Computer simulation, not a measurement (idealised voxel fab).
Process module in this document: voxel self aligned vias
Cross-sectional view cut (width: 280 nm; square cell size: 5 nm).
Cross-section, as written here: a square-cell grid given band by band from the top down, where a band holds one or more rows of cells. What a band's entry tells you: where the top is and where the bottom is, as heights in nm, and after that what lies inside, material by material from left to right, each with its width in nm. Empty space is written as the word "air", and a single material marked with the word "everywhere" occupies the band from edge to edge. We count height from 0. Below that, the starting wafer is all one material. The lowest band never ends at the bottom but goes on down; see "z 0 and below" for how that is written. Think of "30->40" as a width that walks from the first number to the second as you go down the band, top row to bottom row, taking equal-sized steps from row to row. The designation "nothing altered", where it is given for a processing step, indicates that no cell of the cross-section was altered in the course of that step. "Completely sealed voids" contains a list of empty spaces, each no smaller than 8 cells and without an open way to the top, written in the form width x height at distance with the distance from the left edge and all three in nm. The remark found on a step's line after its settings is issued by the simulator itself and pertains to that step. On any step carrying a mask, the "overlay nm" setting, if present on the step's line, tells how far right of its planned place the mask lay; negative values point to the left. Note: before/after cross-section pairs follow, one process step per pair, after-side truncated at the lowest changed band, step and settings given beneath. Different runs of this module on the same starting wafer may supply the pairs; a pair continues the one above only where the "Before this step" entry says so.

BEFORE THIS STEP
> z 65 to 50  55 of SiO2 | 40 of air | 90 of SiO2 | 40 of air | 55 of SiO2
> z 50 to 45  60 of SiO2 | 30 of SiN | 35 of SiO2 | 30 of SiN | 35 of SiO2 | 30 of SiN | 60 of SiO2
> z 45 to 25  60 of SiO2 | 5 of TiN | 20 of Ru | 5 of TiN | 35 of SiO2 | 5 of TiN | 20 of Ru | 5 of TiN | 35 of SiO2 | 5 of TiN | 20 of Ru | 5 of TiN | 60 of SiO2
> z 25 to 20  60 of SiO2 | 30 of TiN | 35 of SiO2 | 30 of TiN | 35 of SiO2 | 30 of TiN | 60 of SiO2
> z 20 to 15  SiCN everywhere
> z 15 to 0  SiO2 everywhere
> z 0 and below  Si everywhere
> Completely sealed voids: none

RESULTING CROSS-SECTION
> z 65 to 50  55 of SiO2 | 40 of air | 90 of SiO2 | 40 of air | 55 of SiO2
> z 50 to 45  60 of SiO2 | 5 of SiN | 25 of air | 35 of SiO2 | 30 of SiN | 35 of SiO2 | 5 of SiN | 25 of air | 60 of SiO2
> Unchanged below 45.
> Completely sealed voids: none
Step lying between the two cross-sections just above: MASKED_ETCH (tone open; mask id VIAS; width nm 40; pitch nm 130; etch materials SiN; depth nm 5; overlay nm 10)

Before this step: the cross-section after the pair above

RESULTING CROSS-SECTION
> z 70 to 65  60 of TiN | 30 of air | 100 of TiN | 30 of air | 60 of TiN
> z 65 to 55  55 of SiO2 | 5 of TiN | 30 of air | 5 of TiN | 90 of SiO2 | 5 of TiN | 30 of air | 5 of TiN | 55 of SiO2
> z 55 to 50  55 of SiO2 | 15 of TiN | 15 of air | 10 of TiN | 90 of SiO2 | 15 of TiN | 15 of air | 10 of TiN | 55 of SiO2
> z 50 to 45  60 of SiO2 | 5 of SiN | 25 of TiN | 35 of SiO2 | 30 of SiN | 35 of SiO2 | 5 of SiN | 25 of TiN | 60 of SiO2
> Unchanged below 45.
> Completely sealed voids: none
Step lying between the two cross-sections just above: CONFORMAL_DEP (material TiN; thk nm 5)

Before this step: the cross-section after the pair above

RESULTING CROSS-SECTION
> z 75 to 70  Ru everywhere
> z 70 to 65  60 of TiN | 30 of Ru | 100 of TiN | 30 of Ru | 60 of TiN
> z 65 to 55  55 of SiO2 | 5 of TiN | 30 of Ru | 5 of TiN | 90 of SiO2 | 5 of TiN | 30 of Ru | 5 of TiN | 55 of SiO2
> z 55 to 50  55 of SiO2 | 15 of TiN | 15 of Ru | 10 of TiN | 90 of SiO2 | 15 of TiN | 15 of Ru | 10 of TiN | 55 of SiO2
> Unchanged below 50.
> Completely sealed voids: none
Step lying between the two cross-sections just above: FILL_DEP (material Ru; thk nm 5)

Before this step: the cross-section after the pair above

RESULTING CROSS-SECTION
> z 65 to 55  55 of SiO2 | 5 of TiN | 30 of Ru | 5 of TiN | 90 of SiO2 | 5 of TiN | 30 of Ru | 5 of TiN | 55 of SiO2
> Unchanged below 55.
> Completely sealed voids: none
Step lying between the two cross-sections just above: CMP (height nm 65)

Before this step: the cross-section after the pair above

RESULTING CROSS-SECTION
> z 70 to 65  SiN everywhere
> Unchanged below 65.
> Completely sealed voids: none
Step lying between the two cross-sections just above: CONFORMAL_DEP (material SiN; thk nm 5)

BEFORE THIS STEP
> z 0 and below  Si everywhere
> Completely sealed voids: none

RESULTING CROSS-SECTION
> z 15 to 0  SiCN everywhere
> Unchanged below 0.
> Completely sealed voids: none
Step lying between the two cross-sections just above: CONFORMAL_DEP (material SiCN; thk nm 15)

Before this step: the cross-section after the pair above

RESULTING CROSS-SECTION
> z 20 to 0  SiCN everywhere
> Unchanged below 0.
> Completely sealed voids: none
Step lying between the two cross-sections just above: CONFORMAL_DEP (material SiCN; thk nm 5)

Before this step: the cross-section after the pair above

RESULTING CROSS-SECTION
> z 50 to 20  SiO2 everywhere
> Unchanged below 20.
> Completely sealed voids: none
Step lying between the two cross-sections just above: DIRECTIONAL_DEP (material SiO2; thk nm 30)

Before this step: the cross-section after the pair above

RESULTING CROSS-SECTION
> z 50 to 20  60 of SiO2 | 30 of air | 35 of SiO2 | 30 of air | 35 of SiO2 | 30 of air | 60 of SiO2
> Unchanged below 20.
> Completely sealed voids: none
Step lying between the two cross-sections just above: MASKED_ETCH (tone open; mask id LINES; width nm 30; pitch nm 65; etch materials SiO2; depth nm 30; overlay nm 0)

Before this step: the cross-section after the pair above

RESULTING CROSS-SECTION
> z 55 to 50  65 of TiN | 20 of air | 45 of TiN | 20 of air | 45 of TiN | 20 of air | 65 of TiN
> z 50 to 25  60 of SiO2 | 5 of TiN | 20 of air | 5 of TiN | 35 of SiO2 | 5 of TiN | 20 of air | 5 of TiN | 35 of SiO2 | 5 of TiN | 20 of air | 5 of TiN | 60 of SiO2
> z 25 to 20  60 of SiO2 | 30 of TiN | 35 of SiO2 | 30 of TiN | 35 of SiO2 | 30 of TiN | 60 of SiO2
> Unchanged below 20.
> Completely sealed voids: none
Step lying between the two cross-sections just above: CONFORMAL_DEP (material TiN; thk nm 5)

Before this step: the cross-section after the pair above

RESULTING CROSS-SECTION
> z 60 to 55  Ru everywhere
> z 55 to 50  65 of TiN | 20 of Ru | 45 of TiN | 20 of Ru | 45 of TiN | 20 of Ru | 65 of TiN
> z 50 to 25  60 of SiO2 | 5 of TiN | 20 of Ru | 5 of TiN | 35 of SiO2 | 5 of TiN | 20 of Ru | 5 of TiN | 35 of SiO2 | 5 of TiN | 20 of Ru | 5 of TiN | 60 of SiO2
> Unchanged below 25.
> Completely sealed voids: none
Step lying between the two cross-sections just above: FILL_DEP (material Ru; thk nm 5)

Before this step: the cross-section after the pair above

RESULTING CROSS-SECTION
> z 50 to 25  60 of SiO2 | 5 of TiN | 20 of Ru | 5 of TiN | 35 of SiO2 | 5 of TiN | 20 of Ru | 5 of TiN | 35 of SiO2 | 5 of TiN | 20 of Ru | 5 of TiN | 60 of SiO2
> Unchanged below 25.
> Completely sealed voids: none
Step lying between the two cross-sections just above: CMP (height nm 50)

Before this step: the cross-section after the pair above

RESULTING CROSS-SECTION
> z 50 to 45  60 of SiO2 | 30 of air | 35 of SiO2 | 30 of air | 35 of SiO2 | 30 of air | 60 of SiO2
> Unchanged below 45.
> Completely sealed voids: none
Step lying between the two cross-sections just above: SELECTIVE_ETCH (etch materials W Ru TiN; depth nm 5)

Before this step: the cross-section after the pair above

RESULTING CROSS-SECTION
> z 55 to 50  SiN everywhere
> z 50 to 45  60 of SiO2 | 30 of SiN | 35 of SiO2 | 30 of SiN | 35 of SiO2 | 30 of SiN | 60 of SiO2
> Unchanged below 45.
> Completely sealed voids: none
Step lying between the two cross-sections just above: FILL_DEP (material SiN; thk nm 5)

Before this step: the cross-section after the pair above

RESULTING CROSS-SECTION
> z 50 to 45  60 of SiO2 | 30 of SiN | 35 of SiO2 | 30 of SiN | 35 of SiO2 | 30 of SiN | 60 of SiO2
> Unchanged below 45.
> Completely sealed voids: none
Step lying between the two cross-sections just above: CMP (height nm 50)

Before this step: the cross-section after the pair above

RESULTING CROSS-SECTION
> z 65 to 50  SiO2 everywhere
> Unchanged below 50.
> Completely sealed voids: none
Step lying between the two cross-sections just above: DIRECTIONAL_DEP (material SiO2; thk nm 15)

Before this step: the cross-section after the pair above

RESULTING CROSS-SECTION
> z 65 to 50  55 of SiO2 | 40 of air | 90 of SiO2 | 40 of air | 55 of SiO2
> Unchanged below 50.
> Completely sealed voids: none
Step lying between the two cross-sections just above: MASKED_ETCH (tone open; mask id VIAS; width nm 40; pitch nm 130; etch materials SiO2; depth nm 15; overlay nm 0)

Before this step: the cross-section after the pair above

RESULTING CROSS-SECTION
> z 65 to 50  55 of SiO2 | 40 of air | 90 of SiO2 | 40 of air | 55 of SiO2
> z 50 to 45  60 of SiO2 | 30 of air | 35 of SiO2 | 30 of SiN | 35 of SiO2 | 30 of air | 60 of SiO2
> Unchanged below 45.
> Completely sealed voids: none
Step lying between the two cross-sections just above: MASKED_ETCH (tone open; mask id VIAS; width nm 40; pitch nm 130; etch materials SiN; depth nm 5; overlay nm 0)

Before this step: the cross-section after the pair above

RESULTING CROSS-SECTION
> z 70 to 65  60 of TiN | 30 of air | 100 of TiN | 30 of air | 60 of TiN
> z 65 to 55  55 of SiO2 | 5 of TiN | 30 of air | 5 of TiN | 90 of SiO2 | 5 of TiN | 30 of air | 5 of TiN | 55 of SiO2
> z 55 to 50  55 of SiO2 | 10 of TiN | 20 of air | 10 of TiN | 90 of SiO2 | 10 of TiN | 20 of air | 10 of TiN | 55 of SiO2
> z 50 to 45  60 of SiO2 | 30 of TiN | 35 of SiO2 | 30 of SiN | 35 of SiO2 | 30 of TiN | 60 of SiO2
> Unchanged below 45.
> Completely sealed voids: none
Step lying between the two cross-sections just above: CONFORMAL_DEP (material TiN; thk nm 5)

Before this step: the cross-section after the pair above

RESULTING CROSS-SECTION
> z 75 to 70  Ru everywhere
> z 70 to 65  60 of TiN | 30 of Ru | 100 of TiN | 30 of Ru | 60 of TiN
> z 65 to 55  55 of SiO2 | 5 of TiN | 30 of Ru | 5 of TiN | 90 of SiO2 | 5 of TiN | 30 of Ru | 5 of TiN | 55 of SiO2
> z 55 to 50  55 of SiO2 | 10 of TiN | 20 of Ru | 10 of TiN | 90 of SiO2 | 10 of TiN | 20 of Ru | 10 of TiN | 55 of SiO2
> Unchanged below 50.
> Completely sealed voids: none
Step lying between the two cross-sections just above: FILL_DEP (material Ru; thk nm 5)

Before this step: the cross-section after the pair above

RESULTING CROSS-SECTION
> z 65 to 55  55 of SiO2 | 5 of TiN | 30 of Ru | 5 of TiN | 90 of SiO2 | 5 of TiN | 30 of Ru | 5 of TiN | 55 of SiO2
> Unchanged below 55.
> Completely sealed voids: none
Step lying between the two cross-sections just above: CMP (height nm 65)

Before this step: the cross-section after the pair above

RESULTING CROSS-SECTION
> z 70 to 65  SiN everywhere
> Unchanged below 65.
> Completely sealed voids: none
Step lying between the two cross-sections just above: CONFORMAL_DEP (material SiN; thk nm 5)

BEFORE THIS STEP
> z 50 to 20  SiO2 everywhere
> z 20 to 15  SiCN everywhere
> z 15 to 0  SiO2 everywhere
> z 0 and below  Si everywhere
> Completely sealed voids: none

RESULTING CROSS-SECTION
> z 50 to 20  60 of air | 30 of SiO2 | 35 of air | 30 of SiO2 | 35 of air | 30 of SiO2 | 60 of air
> Unchanged below 20.
> Completely sealed voids: none
Step lying between the two cross-sections just above: MASKED_ETCH (tone cover; mask id LINES; width nm 30; pitch nm 65; etch materials SiO2; depth nm 30; overlay nm 0)

Before this step: the cross-section after the pair above

RESULTING CROSS-SECTION
> z 55 to 50  55 of air | 40 of TiN | 25 of air | 40 of TiN | 25 of air | 40 of TiN | 55 of air
> z 50 to 25  55 of air | 5 of TiN | 30 of SiO2 | 5 of TiN | 25 of air | 5 of TiN | 30 of SiO2 | 5 of TiN | 25 of air | 5 of TiN | 30 of SiO2 | 5 of TiN | 55 of air
> z 25 to 20  60 of TiN | 30 of SiO2 | 35 of TiN | 30 of SiO2 | 35 of TiN | 30 of SiO2 | 60 of TiN
> Unchanged below 20.
> Completely sealed voids: none
Step lying between the two cross-sections just above: CONFORMAL_DEP (material TiN; thk nm 5)

Before this step: the cross-section after the pair above

RESULTING CROSS-SECTION
> z 60 to 55  Ru everywhere
> z 55 to 50  55 of Ru | 40 of TiN | 25 of Ru | 40 of TiN | 25 of Ru | 40 of TiN | 55 of Ru
> z 50 to 25  55 of Ru | 5 of TiN | 30 of SiO2 | 5 of TiN | 25 of Ru | 5 of TiN | 30 of SiO2 | 5 of TiN | 25 of Ru | 5 of TiN | 30 of SiO2 | 5 of TiN | 55 of Ru
> Unchanged below 25.
> Completely sealed voids: none
Step lying between the two cross-sections just above: FILL_DEP (material Ru; thk nm 5)

Before this step: the cross-section after the pair above

RESULTING CROSS-SECTION
> z 50 to 25  55 of Ru | 5 of TiN | 30 of SiO2 | 5 of TiN | 25 of Ru | 5 of TiN | 30 of SiO2 | 5 of TiN | 25 of Ru | 5 of TiN | 30 of SiO2 | 5 of TiN | 55 of Ru
> Unchanged below 25.
> Completely sealed voids: none
Step lying between the two cross-sections just above: CMP (height nm 50)

Before this step: the cross-section after the pair above

RESULTING CROSS-SECTION
> z 50 to 45  60 of air | 30 of SiO2 | 35 of air | 30 of SiO2 | 35 of air | 30 of SiO2 | 60 of air
> Unchanged below 45.
> Completely sealed voids: none
Step lying between the two cross-sections just above: SELECTIVE_ETCH (etch materials W Ru TiN; depth nm 5)

Before this step: the cross-section after the pair above

RESULTING CROSS-SECTION
> z 55 to 50  SiN everywhere
> z 50 to 45  60 of SiN | 30 of SiO2 | 35 of SiN | 30 of SiO2 | 35 of SiN | 30 of SiO2 | 60 of SiN
> Unchanged below 45.
> Completely sealed voids: none
Step lying between the two cross-sections just above: FILL_DEP (material SiN; thk nm 5)

Before this step: the cross-section after the pair above

RESULTING CROSS-SECTION
> z 50 to 45  60 of SiN | 30 of SiO2 | 35 of SiN | 30 of SiO2 | 35 of SiN | 30 of SiO2 | 60 of SiN
> Unchanged below 45.
> Completely sealed voids: none
Step lying between the two cross-sections just above: CMP (height nm 50)

Before this step: the cross-section after the pair above

RESULTING CROSS-SECTION
> z 65 to 50  SiO2 everywhere
> Unchanged below 50.
> Completely sealed voids: none
Step lying between the two cross-sections just above: DIRECTIONAL_DEP (material SiO2; thk nm 15)

Before this step: the cross-section after the pair above

RESULTING CROSS-SECTION
> z 65 to 50  55 of SiO2 | 40 of air | 90 of SiO2 | 40 of air | 55 of SiO2
> Unchanged below 50.
> Completely sealed voids: none
Step lying between the two cross-sections just above: MASKED_ETCH (tone open; mask id VIAS; width nm 40; pitch nm 130; etch materials SiO2; depth nm 15; overlay nm 0)

Before this step: the cross-section after the pair above

RESULTING CROSS-SECTION
> z 65 to 50  55 of SiO2 | 40 of air | 90 of SiO2 | 40 of air | 55 of SiO2
> z 50 to 45  55 of SiN | 5 of air | 30 of SiO2 | 5 of air | 30 of SiN | 30 of SiO2 | 30 of SiN | 5 of air | 30 of SiO2 | 5 of air | 55 of SiN
> Unchanged below 45.
> Completely sealed voids: none
Step lying between the two cross-sections just above: MASKED_ETCH (tone open; mask id VIAS; width nm 40; pitch nm 130; etch materials SiN; depth nm 5; overlay nm 0)

Before this step: the cross-section after the pair above

RESULTING CROSS-SECTION
> z 70 to 65  60 of TiN | 30 of air | 100 of TiN | 30 of air | 60 of TiN
> z 65 to 55  55 of SiO2 | 5 of TiN | 30 of air | 5 of TiN | 90 of SiO2 | 5 of TiN | 30 of air | 5 of TiN | 55 of SiO2
> z 55 to 50  55 of SiO2 | 40 of TiN | 90 of SiO2 | 40 of TiN | 55 of SiO2
> z 50 to 45  55 of SiN | 5 of TiN | 30 of SiO2 | 5 of TiN | 30 of SiN | 30 of SiO2 | 30 of SiN | 5 of TiN | 30 of SiO2 | 5 of TiN | 55 of SiN
> Unchanged below 45.
> Completely sealed voids: none
Step lying between the two cross-sections just above: CONFORMAL_DEP (material TiN; thk nm 5)

Before this step: the cross-section after the pair above

RESULTING CROSS-SECTION
> z 75 to 70  Ru everywhere
> z 70 to 65  60 of TiN | 30 of Ru | 100 of TiN | 30 of Ru | 60 of TiN
> z 65 to 55  55 of SiO2 | 5 of TiN | 30 of Ru | 5 of TiN | 90 of SiO2 | 5 of TiN | 30 of Ru | 5 of TiN | 55 of SiO2
> Unchanged below 55.
> Completely sealed voids: none
Step lying between the two cross-sections just above: FILL_DEP (material Ru; thk nm 5)

Before this step: the cross-section after the pair above

RESULTING CROSS-SECTION
> z 65 to 55  55 of SiO2 | 5 of TiN | 30 of Ru | 5 of TiN | 90 of SiO2 | 5 of TiN | 30 of Ru | 5 of TiN | 55 of SiO2
> Unchanged below 55.
> Completely sealed voids: none
Step lying between the two cross-sections just above: CMP (height nm 65)

Before this step: the cross-section after the pair above

RESULTING CROSS-SECTION
> z 70 to 65  SiN everywhere
> Unchanged below 65.
> Completely sealed voids: none
Step lying between the two cross-sections just above: CONFORMAL_DEP (material SiN; thk nm 5)
